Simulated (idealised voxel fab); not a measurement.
A process module follows: voxel self aligned vias.
This is section cut - it's 200 nm across, gridded in 5 nm square cells.
In what follows, cross-sections appear as grids of square cells, described through bands that run from the top down, where every band is one or more rows of cells.
What a band's entry tells you: where the top is and where the bottom is, as heights in nm, and after that what lies inside, material by material from left to right, each with its width in nm. Empty space is written as the word "empty", and a single material marked with the word "throughout" occupies the band from edge to edge.
We count height from 0. Below that, the starting wafer is all one material. The lowest band never ends at the bottom but goes on down; see "0 down" for how that is written.
With a width like "30 to 40", each row of cells in the band differs from the next by the same amount, the top row carrying the first number and the bottom row the second.
You'll sometimes find "remains unaltered" written for a step, and that's the way of saying that nowhere in the cross-section did a cell change during that step.
The label "Closed void roster" introduces a list of the empty spaces, 8 cells or larger, that have no open way up to the top; each entry in it reads width x height at distance, where the distance is taken from the left edge and all three are stated in nm.
Where a step's line continues beyond its settings, the continuation is a remark by the simulator itself on that step.
For masked steps, "overlay nm" on the step line gives how far right of plan the mask actually lay; a minus sign means it lay to the left.
Reading key. Pairs: pre-step and post-step cross-section, one process step apart; post-step view only to lowest changed band. Step between + settings: beneath pair. Runs: pairs may be from different runs of this module, same starting wafer. Continuation from pair above: only where "Pre-process state" entry says.

### Pre-process state
* 0 down | Si throughout
* Closed void roster: none

### Cross-Section Thereafter
* 10 to 0 | SiO2 throughout
* Unchanged below 0.
* Closed void roster: none
Which step turns the before cross-section above into the after cross-section? op CONFORMAL_DEP | material SiO2 | thk nm 10

Pre-process state: This step starts from the configuration shown after the step in the pair immediately above.

### Cross-Section Thereafter
* 15 to 10 | SiCN throughout
* Unchanged below 10.
* Closed void roster: none
Which step turns the before cross-section above into the after cross-section? op CONFORMAL_DEP | material SiCN | thk nm 5

Pre-process state: This step starts from the configuration shown after the step in the pair immediately above.

### Cross-Section Thereafter
* 35 to 15 | SiO2 throughout
* Unchanged below 15.
* Closed void roster: none
Which step turns the before cross-section above into the after cross-section? op DIRECTIONAL_DEP | material SiO2 | thk nm 20

Pre-process state: This step starts from the configuration shown after the step in the pair immediately above.

### Cross-Section Thereafter
* 35 to 15 | SiO2 45 nm, empty 30 nm, SiO2 45 nm, empty 30 nm, SiO2 50 nm
* Unchanged below 15.
* Closed void roster: none
Which step turns the before cross-section above into the after cross-section? op MASKED_ETCH | tone open | mask id LINES | width nm 30 | pitch nm 75 | etch materials SiO2 | depth nm 20 | overlay nm 0

Pre-process state: This step starts from the configuration shown after the step in the pair immediately above.

### Cross-Section Thereafter
* 40 to 35 | TiN 50 nm, empty 20 nm, TiN 55 nm, empty 20 nm, TiN 55 nm
* 35 to 20 | SiO2 45 nm, TiN 5 nm, empty 20 nm, TiN 5 nm, SiO2 45 nm, TiN 5 nm, empty 20 nm, TiN 5 nm, SiO2 50 nm
* 20 to 15 | SiO2 45 nm, TiN 30 nm, SiO2 45 nm, TiN 30 nm, SiO2 50 nm
* Unchanged below 15.
* Closed void roster: none
Which step turns the before cross-section above into the after cross-section? op CONFORMAL_DEP | material TiN | thk nm 5

Pre-process state: This step starts from the configuration shown after the step in the pair immediately above.

### Cross-Section Thereafter
* 45 to 40 | Ru throughout
* 40 to 35 | TiN 50 nm, Ru 20 nm, TiN 55 nm, Ru 20 nm, TiN 55 nm
* 35 to 20 | SiO2 45 nm, TiN 5 nm, Ru 20 nm, TiN 5 nm, SiO2 45 nm, TiN 5 nm, Ru 20 nm, TiN 5 nm, SiO2 50 nm
* Unchanged below 20.
* Closed void roster: none
Which step turns the before cross-section above into the after cross-section? op FILL_DEP | material Ru | thk nm 5

Pre-process state: This step starts from the configuration shown after the step in the pair immediately above.

### Cross-Section Thereafter
* 35 to 20 | SiO2 45 nm, TiN 5 nm, Ru 20 nm, TiN 5 nm, SiO2 45 nm, TiN 5 nm, Ru 20 nm, TiN 5 nm, SiO2 50 nm
* Unchanged below 20.
* Closed void roster: none
Which step turns the before cross-section above into the after cross-section? op CMP | height nm 35

Pre-process state: This step starts from the configuration shown after the step in the pair immediately above.

### Cross-Section Thereafter
* 35 to 30 | SiO2 45 nm, empty 30 nm, SiO2 45 nm, empty 30 nm, SiO2 50 nm
* Unchanged below 30.
* Closed void roster: none
Which step turns the before cross-section above into the after cross-section? op SELECTIVE_ETCH | etch materials W Ru TiN | depth nm 5

Pre-process state: This step starts from the configuration shown after the step in the pair immediately above.

### Cross-Section Thereafter
* 40 to 35 | SiN throughout
* 35 to 30 | SiO2 45 nm, SiN 30 nm, SiO2 45 nm, SiN 30 nm, SiO2 50 nm
* Unchanged below 30.
* Closed void roster: none
Which step turns the before cross-section above into the after cross-section? op FILL_DEP | material SiN | thk nm 5

Pre-process state: This step starts from the configuration shown after the step in the pair immediately above.

### Cross-Section Thereafter
* 35 to 30 | SiO2 45 nm, SiN 30 nm, SiO2 45 nm, SiN 30 nm, SiO2 50 nm
* Unchanged below 30.
* Closed void roster: none
Which step turns the before cross-section above into the after cross-section? op CMP | height nm 35

Pre-process state: This step starts from the configuration shown after the step in the pair immediately above.

### Cross-Section Thereafter
* 55 to 35 | SiO2 throughout
* Unchanged below 35.
* Closed void roster: none
Which step turns the before cross-section above into the after cross-section? op DIRECTIONAL_DEP | material SiO2 | thk nm 20

Pre-process state: This step starts from the configuration shown after the step in the pair immediately above.

### Cross-Section Thereafter
* 55 to 35 | SiO2 35 nm, empty 50 nm, SiO2 25 nm, empty 50 nm, SiO2 40 nm
* Unchanged below 35.
* Closed void roster: none
Which step turns the before cross-section above into the after cross-section? op MASKED_ETCH | tone open | mask id VIAS | width nm 50 | pitch nm 75 | etch materials SiO2 | depth nm 20 | overlay nm 0

Pre-process state: This step starts from the configuration shown after the step in the pair immediately above.

### Cross-Section Thereafter
* 55 to 35 | SiO2 35 nm, empty 50 nm, SiO2 25 nm, empty 50 nm, SiO2 40 nm
* 35 to 30 | SiO2 45 nm, empty 30 nm, SiO2 45 nm, empty 30 nm, SiO2 50 nm
* Unchanged below 30.
* Closed void roster: none
Which step turns the before cross-section above into the after cross-section? op MASKED_ETCH | tone open | mask id VIAS | width nm 50 | pitch nm 75 | etch materials SiN | depth nm 5 | overlay nm 0

Pre-process state: This step starts from the configuration shown after the step in the pair immediately above.

### Cross-Section Thereafter
* 60 to 55 | TiN 40 nm, empty 40 nm, TiN 35 nm, empty 40 nm, TiN 45 nm
* 55 to 40 | SiO2 35 nm, TiN 5 nm, empty 40 nm, TiN 5 nm, SiO2 25 nm, TiN 5 nm, empty 40 nm, TiN 5 nm, SiO2 40 nm
* 40 to 35 | SiO2 35 nm, TiN 15 nm, empty 20 nm, TiN 15 nm, SiO2 25 nm, TiN 15 nm, empty 20 nm, TiN 15 nm, SiO2 40 nm
* 35 to 30 | SiO2 45 nm, TiN 30 nm, SiO2 45 nm, TiN 30 nm, SiO2 50 nm
* Unchanged below 30.
* Closed void roster: none
Which step turns the before cross-section above into the after cross-section? op CONFORMAL_DEP | material TiN | thk nm 5

Pre-process state: This step starts from the configuration shown after the step in the pair immediately above.

### Cross-Section Thereafter
* 65 to 60 | W throughout
* 60 to 55 | TiN 40 nm, W 40 nm, TiN 35 nm, W 40 nm, TiN 45 nm
* 55 to 40 | SiO2 35 nm, TiN 5 nm, W 40 nm, TiN 5 nm, SiO2 25 nm, TiN 5 nm, W 40 nm, TiN 5 nm, SiO2 40 nm
* 40 to 35 | SiO2 35 nm, TiN 15 nm, W 20 nm, TiN 15 nm, SiO2 25 nm, TiN 15 nm, W 20 nm, TiN 15 nm, SiO2 40 nm
* Unchanged below 35.
* Closed void roster: none
Which step turns the before cross-section above into the after cross-section? op FILL_DEP | material W | thk nm 5

Pre-process state: This step starts from the configuration shown after the step in the pair immediately above.

### Cross-Section Thereafter
* 55 to 40 | SiO2 35 nm, TiN 5 nm, W 40 nm, TiN 5 nm, SiO2 25 nm, TiN 5 nm, W 40 nm, TiN 5 nm, SiO2 40 nm
* Unchanged below 40.
* Closed void roster: none
Which step turns the before cross-section above into the after cross-section? op CMP | height nm 55

Pre-process state: This step starts from the configuration shown after the step in the pair immediately above.

### Cross-Section Thereafter
* 60 to 55 | SiN throughout
* Unchanged below 55.
* Closed void roster: none
Which step turns the before cross-section above into the after cross-section? op CONFORMAL_DEP | material SiN | thk nm 5

### Pre-process state
* 10 to 0 | SiO2 throughout
* 0 down | Si throughout
* Closed void roster: none

### Cross-Section Thereafter
* 30 to 0 | SiO2 throughout
* Unchanged below 0.
* Closed void roster: none
Which step turns the before cross-section above into the after cross-section? op DIRECTIONAL_DEP | material SiO2 | thk nm 20

Pre-process state: This step starts from the configuration shown after the step in the pair immediately above.

### Cross-Section Thereafter
* 30 to 10 | SiO2 45 nm, empty 30 nm, SiO2 45 nm, empty 30 nm, SiO2 50 nm
* Unchanged below 10.
* Closed void roster: none
Which step turns the before cross-section above into the after cross-section? op MASKED_ETCH | tone open | mask id LINES | width nm 30 | pitch nm 75 | etch materials SiO2 | depth nm 20 | overlay nm 0

Pre-process state: This step starts from the configuration shown after the step in the pair immediately above.

### Cross-Section Thereafter
* 35 to 30 | TiN 50 nm, empty 20 nm, TiN 55 nm, empty 20 nm, TiN 55 nm
* 30 to 15 | SiO2 45 nm, TiN 5 nm, empty 20 nm, TiN 5 nm, SiO2 45 nm, TiN 5 nm, empty 20 nm, TiN 5 nm, SiO2 50 nm
* 15 to 10 | SiO2 45 nm, TiN 30 nm, SiO2 45 nm, TiN 30 nm, SiO2 50 nm
* Unchanged below 10.
* Closed void roster: none
Which step turns the before cross-section above into the after cross-section? op CONFORMAL_DEP | material TiN | thk nm 5

Pre-process state: This step starts from the configuration shown after the step in the pair immediately above.

### Cross-Section Thereafter
* 40 to 35 | Ru throughout
* 35 to 30 | TiN 50 nm, Ru 20 nm, TiN 55 nm, Ru 20 nm, TiN 55 nm
* 30 to 15 | SiO2 45 nm, TiN 5 nm, Ru 20 nm, TiN 5 nm, SiO2 45 nm, TiN 5 nm, Ru 20 nm, TiN 5 nm, SiO2 50 nm
* Unchanged below 15.
* Closed void roster: none
Which step turns the before cross-section above into the after cross-section? op FILL_DEP | material Ru | thk nm 5

Pre-process state: This step starts from the configuration shown after the step in the pair immediately above.

### Cross-Section Thereafter
* 35 to 30 | TiN 50 nm, Ru 20 nm, TiN 55 nm, Ru 20 nm, TiN 55 nm
* Unchanged below 30.
* Closed void roster: none
Which step turns the before cross-section above into the after cross-section? op CMP | height nm 35

Pre-process state: This step starts from the configuration shown after the step in the pair immediately above.

### Cross-Section Thereafter
* 30 to 15 | SiO2 45 nm, TiN 5 nm, Ru 20 nm, TiN 5 nm, SiO2 45 nm, TiN 5 nm, Ru 20 nm, TiN 5 nm, SiO2 50 nm
* Unchanged below 15.
* Closed void roster: none
Which step turns the before cross-section above into the after cross-section? op SELECTIVE_ETCH | etch materials W Ru TiN | depth nm 5

Pre-process state: This step starts from the configuration shown after the step in the pair immediately above.

### Cross-Section Thereafter
* 35 to 30 | SiN throughout
* Unchanged below 30.
* Closed void roster: none
Which step turns the before cross-section above into the after cross-section? op FILL_DEP | material SiN | thk nm 5

Pre-process state: This step starts from the configuration shown after the step in the pair immediately above.

### Cross-Section Thereafter
* 55 to 35 | SiO2 throughout
* Unchanged below 35.
* Closed void roster: none
Which step turns the before cross-section above into the after cross-section? op DIRECTIONAL_DEP | material SiO2 | thk nm 20

Pre-process state: This step starts from the configuration shown after the step in the pair immediately above.

### Cross-Section Thereafter
* 55 to 35 | SiO2 35 nm, empty 50 nm, SiO2 25 nm, empty 50 nm, SiO2 40 nm
* Unchanged below 35.
* Closed void roster: none
Which step turns the before cross-section above into the after cross-section? op MASKED_ETCH | tone open | mask id VIAS | width nm 50 | pitch nm 75 | etch materials SiO2 | depth nm 20 | overlay nm 0

Pre-process state: This step starts from the configuration shown after the step in the pair immediately above.

### Cross-Section Thereafter
* 55 to 35 | SiO2 35 nm, empty 50 nm, SiO2 25 nm, empty 50 nm, SiO2 40 nm
* 35 to 30 | SiN 35 nm, empty 50 nm, SiN 25 nm, empty 50 nm, SiN 40 nm
* Unchanged below 30.
* Closed void roster: none
Which step turns the before cross-section above into the after cross-section? op MASKED_ETCH | tone open | mask id VIAS | width nm 50 | pitch nm 75 | etch materials SiN | depth nm 5 | overlay nm 0

Pre-process state: This step starts from the configuration shown after the step in the pair immediately above.

### Cross-Section Thereafter
* 60 to 55 | TiN 40 nm, empty 40 nm, TiN 35 nm, empty 40 nm, TiN 45 nm
* 55 to 35 | SiO2 35 nm, TiN 5 nm, empty 40 nm, TiN 5 nm, SiO2 25 nm, TiN 5 nm, empty 40 nm, TiN 5 nm, SiO2 40 nm
* 35 to 30 | SiN 35 nm, TiN 50 nm, SiN 25 nm, TiN 50 nm, SiN 40 nm
* Unchanged below 30.
* Closed void roster: none
Which step turns the before cross-section above into the after cross-section? op CONFORMAL_DEP | material TiN | thk nm 5

Pre-process state: This step starts from the configuration shown after the step in the pair immediately above.

### Cross-Section Thereafter
* 65 to 60 | W throughout
* 60 to 55 | TiN 40 nm, W 40 nm, TiN 35 nm, W 40 nm, TiN 45 nm
* 55 to 35 | SiO2 35 nm, TiN 5 nm, W 40 nm, TiN 5 nm, SiO2 25 nm, TiN 5 nm, W 40 nm, TiN 5 nm, SiO2 40 nm
* Unchanged below 35.
* Closed void roster: none
Which step turns the before cross-section above into the after cross-section? op FILL_DEP | material W | thk nm 5

Pre-process state: This step starts from the configuration shown after the step in the pair immediately above.

### Cross-Section Thereafter
* 55 to 35 | SiO2 35 nm, TiN 5 nm, W 40 nm, TiN 5 nm, SiO2 25 nm, TiN 5 nm, W 40 nm, TiN 5 nm, SiO2 40 nm
* Unchanged below 35.
* Closed void roster: none
Which step turns the before cross-section above into the after cross-section? op CMP | height nm 55

Pre-process state: This step starts from the configuration shown after the step in the pair immediately above.

### Cross-Section Thereafter
* 60 to 55 | SiN throughout
* Unchanged below 55.
* Closed void roster: none
Which step turns the before cross-section above into the after cross-section? op CONFORMAL_DEP | material SiN | thk nm 5

### Pre-process state
* 55 to 35 | SiO2 35 nm, empty 50 nm, SiO2 25 nm, empty 50 nm, SiO2 40 nm
* 35 to 30 | SiO2 45 nm, SiN 30 nm, SiO2 45 nm, SiN 30 nm, SiO2 50 nm
* 30 to 20 | SiO2 45 nm, TiN 5 nm, Ru 20 nm, TiN 5 nm, SiO2 45 nm, TiN 5 nm, Ru 20 nm, TiN 5 nm, SiO2 50 nm
* 20 to 15 | SiO2 45 nm, TiN 30 nm, SiO2 45 nm, TiN 30 nm, SiO2 50 nm
* 15 to 10 | SiCN throughout
* 10 to 0 | SiO2 throughout
* 0 down | Si throughout
* Closed void roster: none

### Cross-Section Thereafter
* 55 to 35 | SiO2 35 nm, empty 50 nm, SiO2 25 nm, empty 50 nm, SiO2 40 nm
* 35 to 30 | SiO2 35 nm, empty 10 nm, SiN 30 nm, empty 10 nm, SiO2 25 nm, empty 10 nm, SiN 30 nm, empty 10 nm, SiO2 40 nm
* 30 to 20 | SiO2 35 nm, empty 10 nm, TiN 5 nm, Ru 20 nm, TiN 5 nm, empty 10 nm, SiO2 25 nm, empty 10 nm, TiN 5 nm, Ru 20 nm, TiN 5 nm, empty 10 nm, SiO2 40 nm
* 20 to 15 | SiO2 35 nm, empty 10 nm, TiN 30 nm, empty 10 nm, SiO2 25 nm, empty 10 nm, TiN 30 nm, empty 10 nm, SiO2 40 nm
* Unchanged below 15.
* Closed void roster: none
Which step turns the before cross-section above into the after cross-section? op MASKED_ETCH | tone open | mask id VIAS | width nm 50 | pitch nm 75 | etch materials SiO2 | depth nm 20 | overlay nm 0

Pre-process state: This step starts from the configuration shown after the step in the pair immediately above.

### Cross-Section Thereafter
* 55 to 30 | SiO2 35 nm, empty 50 nm, SiO2 25 nm, empty 50 nm, SiO2 40 nm
* Unchanged below 30.
* Closed void roster: none
Which step turns the before cross-section above into the after cross-section? op MASKED_ETCH | tone open | mask id VIAS | width nm 50 | pitch nm 75 | etch materials SiN | depth nm 5 | overlay nm 0

Pre-process state: This step starts from the configuration shown after the step in the pair immediately above.

### Cross-Section Thereafter
* 60 to 55 | TiN 40 nm, empty 40 nm, TiN 35 nm, empty 40 nm, TiN 45 nm
* 55 to 35 | SiO2 35 nm, TiN 5 nm, empty 40 nm, TiN 5 nm, SiO2 25 nm, TiN 5 nm, empty 40 nm, TiN 5 nm, SiO2 40 nm
* 35 to 30 | SiO2 35 nm, TiN 50 nm, SiO2 25 nm, TiN 50 nm, SiO2 40 nm
* 30 to 20 | SiO2 35 nm, TiN 15 nm, Ru 20 nm, TiN 15 nm, SiO2 25 nm, TiN 15 nm, Ru 20 nm, TiN 15 nm, SiO2 40 nm
* 20 to 15 | SiO2 35 nm, TiN 50 nm, SiO2 25 nm, TiN 50 nm, SiO2 40 nm
* Unchanged below 15.
* Closed void roster: none
Which step turns the before cross-section above into the after cross-section? op CONFORMAL_DEP | material TiN | thk nm 5

Pre-process state: This step starts from the configuration shown after the step in the pair immediately above.

### Cross-Section Thereafter
* 65 to 60 | W throughout
* 60 to 55 | TiN 40 nm, W 40 nm, TiN 35 nm, W 40 nm, TiN 45 nm
* 55 to 35 | SiO2 35 nm, TiN 5 nm, W 40 nm, TiN 5 nm, SiO2 25 nm, TiN 5 nm, W 40 nm, TiN 5 nm, SiO2 40 nm
* Unchanged below 35.
* Closed void roster: none
Which step turns the before cross-section above into the after cross-section? op FILL_DEP | material W | thk nm 5

Pre-process state: This step starts from the configuration shown after the step in the pair immediately above.

### Cross-Section Thereafter
* 55 to 35 | SiO2 35 nm, TiN 5 nm, W 40 nm, TiN 5 nm, SiO2 25 nm, TiN 5 nm, W 40 nm, TiN 5 nm, SiO2 40 nm
* Unchanged below 35.
* Closed void roster: none
Which step turns the before cross-section above into the after cross-section? op CMP | height nm 55

Pre-process state: This step starts from the configuration shown after the step in the pair immediately above.

### Cross-Section Thereafter
* 60 to 55 | SiN throughout
* Unchanged below 55.
* Closed void roster: none
Which step turns the before cross-section above into the after cross-section? op CONFORMAL_DEP | material SiN | thk nm 5

### Pre-process state
* 30 to 0 | SiO2 throughout
* 0 down | Si throughout
* Closed void roster: none

### Cross-Section Thereafter
* 35 to 30 | SiCN throughout
* Unchanged below 30.
* Closed void roster: none
Which step turns the before cross-section above into the after cross-section? op CONFORMAL_DEP | material SiCN | thk nm 5

Pre-process state: This step starts from the configuration shown after the step in the pair immediately above.

### Cross-Section Thereafter
* 40 to 35 | TiN throughout
* Unchanged below 35.
* Closed void roster: none
Which step turns the before cross-section above into the after cross-section? op CONFORMAL_DEP | material TiN | thk nm 5

Pre-process state: This step starts from the configuration shown after the step in the pair immediately above.

### Cross-Section Thereafter
* 45 to 40 | Ru throughout
* Unchanged below 40.
* Closed void roster: none
Which step turns the before cross-section above into the after cross-section? op FILL_DEP | material Ru | thk nm 5

Pre-process state: This step starts from the configuration shown after the step in the pair immediately above.

### Cross-Section Thereafter
* 35 to 30 | SiCN throughout
* Unchanged below 30.
* Closed void roster: none
Which step turns the before cross-section above into the after cross-section? op CMP | height nm 35

Pre-process state: This step starts from the configuration shown after the step in the pair immediately above.

### Cross-Section Thereafter
* 40 to 35 | SiN throughout
* Unchanged below 35.
* Closed void roster: none
Which step turns the before cross-section above into the after cross-section? op FILL_DEP | material SiN | thk nm 5

Pre-process state: This step starts from the configuration shown after the step in the pair immediately above.

### Cross-Section Thereafter
* 35 to 30 | SiCN throughout
* Unchanged below 30.
* Closed void roster: none
Which step turns the before cross-section above into the after cross-section? op CMP | height nm 35

Pre-process state: This step starts from the configuration shown after the step in the pair immediately above.

### Cross-Section Thereafter
* 55 to 35 | SiO2 throughout
* Unchanged below 35.
* Closed void roster: none
Which step turns the before cross-section above into the after cross-section? op DIRECTIONAL_DEP | material SiO2 | thk nm 20

Pre-process state: This step starts from the configuration shown after the step in the pair immediately above.

### Cross-Section Thereafter
* 55 to 35 | SiO2 35 nm, empty 50 nm, SiO2 25 nm, empty 50 nm, SiO2 40 nm
* Unchanged below 35.
* Closed void roster: none
Which step turns the before cross-section above into the after cross-section? op MASKED_ETCH | tone open | mask id VIAS | width nm 50 | pitch nm 75 | etch materials SiO2 | depth nm 20 | overlay nm 0

Pre-process state: This step starts from the configuration shown after the step in the pair immediately above.

### Cross-Section Thereafter
* 60 to 55 | TiN 40 nm, empty 40 nm, TiN 35 nm, empty 40 nm, TiN 45 nm
* 55 to 40 | SiO2 35 nm, TiN 5 nm, empty 40 nm, TiN 5 nm, SiO2 25 nm, TiN 5 nm, empty 40 nm, TiN 5 nm, SiO2 40 nm
* 40 to 35 | SiO2 35 nm, TiN 50 nm, SiO2 25 nm, TiN 50 nm, SiO2 40 nm
* Unchanged below 35.
* Closed void roster: none
Which step turns the before cross-section above into the after cross-section? op CONFORMAL_DEP | material TiN | thk nm 5

Pre-process state: This step starts from the configuration shown after the step in the pair immediately above.

### Cross-Section Thereafter
* 65 to 60 | W throughout
* 60 to 55 | TiN 40 nm, W 40 nm, TiN 35 nm, W 40 nm, TiN 45 nm
* 55 to 40 | SiO2 35 nm, TiN 5 nm, W 40 nm, TiN 5 nm, SiO2 25 nm, TiN 5 nm, W 40 nm, TiN 5 nm, SiO2 40 nm
* Unchanged below 40.
* Closed void roster: none
Which step turns the before cross-section above into the after cross-section? op FILL_DEP | material W | thk nm 5

Pre-process state: This step starts from the configuration shown after the step in the pair immediately above.

### Cross-Section Thereafter
* 55 to 40 | SiO2 35 nm, TiN 5 nm, W 40 nm, TiN 5 nm, SiO2 25 nm, TiN 5 nm, W 40 nm, TiN 5 nm, SiO2 40 nm
* Unchanged below 40.
* Closed void roster: none
Which step turns the before cross-section above into the after cross-section? op CMP | height nm 55

Pre-process state: This step starts from the configuration shown after the step in the pair immediately above.

### Cross-Section Thereafter
* 60 to 55 | SiN throughout
* Unchanged below 55.
* Closed void roster: none
Which step turns the before cross-section above into the after cross-section? op CONFORMAL_DEP | material SiN | thk nm 5

### Pre-process state
* 55 to 35 | SiO2 throughout
* 35 to 30 | SiO2 45 nm, SiN 30 nm, SiO2 45 nm, SiN 30 nm, SiO2 50 nm
* 30 to 20 | SiO2 45 nm, TiN 5 nm, Ru 20 nm, TiN 5 nm, SiO2 45 nm, TiN 5 nm, Ru 20 nm, TiN 5 nm, SiO2 50 nm
* 20 to 15 | SiO2 45 nm, TiN 30 nm, SiO2 45 nm, TiN 30 nm, SiO2 50 nm
* 15 to 10 | SiCN throughout
* 10 to 0 | SiO2 throughout
* 0 down | Si throughout
* Closed void roster: none

### Cross-Section Thereafter
* 55 to 35 | SiO2 35 nm, empty 50 nm, SiO2 25 nm, empty 50 nm, SiO2 40 nm
* 35 to 30 | SiO2 35 nm, empty 10 nm, SiN 30 nm, empty 10 nm, SiO2 25 nm, empty 10 nm, SiN 30 nm, empty 10 nm, SiO2 40 nm
* 30 to 25 | SiO2 35 nm, empty 10 nm, TiN 5 nm, Ru 20 nm, TiN 5 nm, empty 10 nm, SiO2 25 nm, empty 10 nm, TiN 5 nm, Ru 20 nm, TiN 5 nm, empty 10 nm, SiO2 40 nm
* Unchanged below 25.
* Closed void roster: none
Which step turns the before cross-section above into the after cross-section? op MASKED_ETCH | tone open | mask id VIAS | width nm 50 | pitch nm 75 | etch materials SiO2 | depth nm 30 | overlay nm 0

Pre-process state: This step starts from the configuration shown after the step in the pair immediately above.

### Cross-Section Thereafter
* 55 to 30 | SiO2 35 nm, empty 50 nm, SiO2 25 nm, empty 50 nm, SiO2 40 nm
* Unchanged below 30.
* Closed void roster: none
Which step turns the before cross-section above into the after cross-section? op MASKED_ETCH | tone open | mask id VIAS | width nm 50 | pitch nm 75 | etch materials SiN | depth nm 5 | overlay nm 0

Pre-process state: This step starts from the configuration shown after the step in the pair immediately above.

### Cross-Section Thereafter
* 60 to 55 | TiN 40 nm, empty 40 nm, TiN 35 nm, empty 40 nm, TiN 45 nm
* 55 to 35 | SiO2 35 nm, TiN 5 nm, empty 40 nm, TiN 5 nm, SiO2 25 nm, TiN 5 nm, empty 40 nm, TiN 5 nm, SiO2 40 nm
* 35 to 30 | SiO2 35 nm, TiN 50 nm, SiO2 25 nm, TiN 50 nm, SiO2 40 nm
* 30 to 20 | SiO2 35 to 45 nm, TiN 15 to 5 nm, Ru 20 nm, TiN 15 to 5 nm, SiO2 25 to 45 nm, TiN 15 to 5 nm, Ru 20 nm, TiN 15 to 5 nm, SiO2 40 to 50 nm
* Unchanged below 20.
* Closed void roster: none
Which step turns the before cross-section above into the after cross-section? op CONFORMAL_DEP | material TiN | thk nm 5

Pre-process state: This step starts from the configuration shown after the step in the pair immediately above.

### Cross-Section Thereafter
* 65 to 60 | W throughout
* 60 to 55 | TiN 40 nm, W 40 nm, TiN 35 nm, W 40 nm, TiN 45 nm
* 55 to 35 | SiO2 35 nm, TiN 5 nm, W 40 nm, TiN 5 nm, SiO2 25 nm, TiN 5 nm, W 40 nm, TiN 5 nm, SiO2 40 nm
* Unchanged below 35.
* Closed void roster: none
Which step turns the before cross-section above into the after cross-section? op FILL_DEP | material W | thk nm 5

Pre-process state: This step starts from the configuration shown after the step in the pair immediately above.

### Cross-Section Thereafter
* 55 to 35 | SiO2 35 nm, TiN 5 nm, W 40 nm, TiN 5 nm, SiO2 25 nm, TiN 5 nm, W 40 nm, TiN 5 nm, SiO2 40 nm
* Unchanged below 35.
* Closed void roster: none
Which step turns the before cross-section above into the after cross-section? op CMP | height nm 55

Pre-process state: This step starts from the configuration shown after the step in the pair immediately above.

### Cross-Section Thereafter
* 60 to 55 | SiN throughout
* Unchanged below 55.
* Closed void roster: none
Which step turns the before cross-section above into the after cross-section? op CONFORMAL_DEP | material SiN | thk nm 5

### Pre-process state
* 35 to 15 | SiO2 throughout
* 15 to 10 | SiCN throughout
* 10 to 0 | SiO2 throughout
* 0 down | Si throughout
* Closed void roster: none

### Cross-Section Thereafter
* 35 to 15 | SiO2 50 nm, empty 20 nm, SiO2 55 nm, empty 20 nm, SiO2 55 nm
* Unchanged below 15.
* Closed void roster: none
Which step turns the before cross-section above into the after cross-section? op MASKED_ETCH | tone open | mask id LINES | width nm 20 | pitch nm 75 | etch materials SiO2 | depth nm 20 | overlay nm 0

Pre-process state: This step starts from the configuration shown after the step in the pair immediately above.

### Cross-Section Thereafter
* 40 to 35 | TiN 55 nm, empty 10 nm, TiN 65 nm, empty 10 nm, TiN 60 nm
* 35 to 20 | SiO2 50 nm, TiN 5 nm, empty 10 nm, TiN 5 nm, SiO2 55 nm, TiN 5 nm, empty 10 nm, TiN 5 nm, SiO2 55 nm
* 20 to 15 | SiO2 50 nm, TiN 20 nm, SiO2 55 nm, TiN 20 nm, SiO2 55 nm
* Unchanged below 15.
* Closed void roster: none
Which step turns the before cross-section above into the after cross-section? op CONFORMAL_DEP | material TiN | thk nm 5

Pre-process state: This step starts from the configuration shown after the step in the pair immediately above.

### Cross-Section Thereafter
* 45 to 40 | Ru throughout
* 40 to 35 | TiN 55 nm, Ru 10 nm, TiN 65 nm, Ru 10 nm, TiN 60 nm
* 35 to 20 | SiO2 50 nm, TiN 5 nm, Ru 10 nm, TiN 5 nm, SiO2 55 nm, TiN 5 nm, Ru 10 nm, TiN 5 nm, SiO2 55 nm
* Unchanged below 20.
* Closed void roster: none
Which step turns the before cross-section above into the after cross-section? op FILL_DEP | material Ru | thk nm 5

Pre-process state: This step starts from the configuration shown after the step in the pair immediately above.

### Cross-Section Thereafter
* 35 to 20 | SiO2 50 nm, TiN 5 nm, Ru 10 nm, TiN 5 nm, SiO2 55 nm, TiN 5 nm, Ru 10 nm, TiN 5 nm, SiO2 55 nm
* Unchanged below 20.
* Closed void roster: none
Which step turns the before cross-section above into the after cross-section? op CMP | height nm 35

Pre-process state: This step starts from the configuration shown after the step in the pair immediately above.

### Cross-Section Thereafter
* 35 to 30 | SiO2 50 nm, empty 20 nm, SiO2 55 nm, empty 20 nm, SiO2 55 nm
* Unchanged below 30.
* Closed void roster: none
Which step turns the before cross-section above into the after cross-section? op SELECTIVE_ETCH | etch materials W Ru TiN | depth nm 5

Pre-process state: This step starts from the configuration shown after the step in the pair immediately above.

### Cross-Section Thereafter
* 40 to 35 | SiN throughout
* 35 to 30 | SiO2 50 nm, SiN 20 nm, SiO2 55 nm, SiN 20 nm, SiO2 55 nm
* Unchanged below 30.
* Closed void roster: none
Which step turns the before cross-section above into the after cross-section? op FILL_DEP | material SiN | thk nm 5

Pre-process state: This step starts from the configuration shown after the step in the pair immediately above.

### Cross-Section Thereafter
* 35 to 30 | SiO2 50 nm, SiN 20 nm, SiO2 55 nm, SiN 20 nm, SiO2 55 nm
* Unchanged below 30.
* Closed void roster: none
Which step turns the before cross-section above into the after cross-section? op CMP | height nm 35

Pre-process state: This step starts from the configuration shown after the step in the pair immediately above.

### Cross-Section Thereafter
* 55 to 35 | SiO2 throughout
* Unchanged below 35.
* Closed void roster: none
Which step turns the before cross-section above into the after cross-section? op DIRECTIONAL_DEP | material SiO2 | thk nm 20

Pre-process state: This step starts from the configuration shown after the step in the pair immediately above.

### Cross-Section Thereafter
* 55 to 35 | SiO2 35 nm, empty 50 nm, SiO2 25 nm, empty 50 nm, SiO2 40 nm
* Unchanged below 35.
* Closed void roster: none
Which step turns the before cross-section above into the after cross-section? op MASKED_ETCH | tone open | mask id VIAS | width nm 50 | pitch nm 75 | etch materials SiO2 | depth nm 20 | overlay nm 0

Pre-process state: This step starts from the configuration shown after the step in the pair immediately above.

### Cross-Section Thereafter
* 55 to 35 | SiO2 35 nm, empty 50 nm, SiO2 25 nm, empty 50 nm, SiO2 40 nm
* 35 to 30 | SiO2 50 nm, empty 20 nm, SiO2 55 nm, empty 20 nm, SiO2 55 nm
* Unchanged below 30.
* Closed void roster: none
Which step turns the before cross-section above into the after cross-section? op MASKED_ETCH | tone open | mask id VIAS | width nm 50 | pitch nm 75 | etch materials SiN | depth nm 5 | overlay nm 0
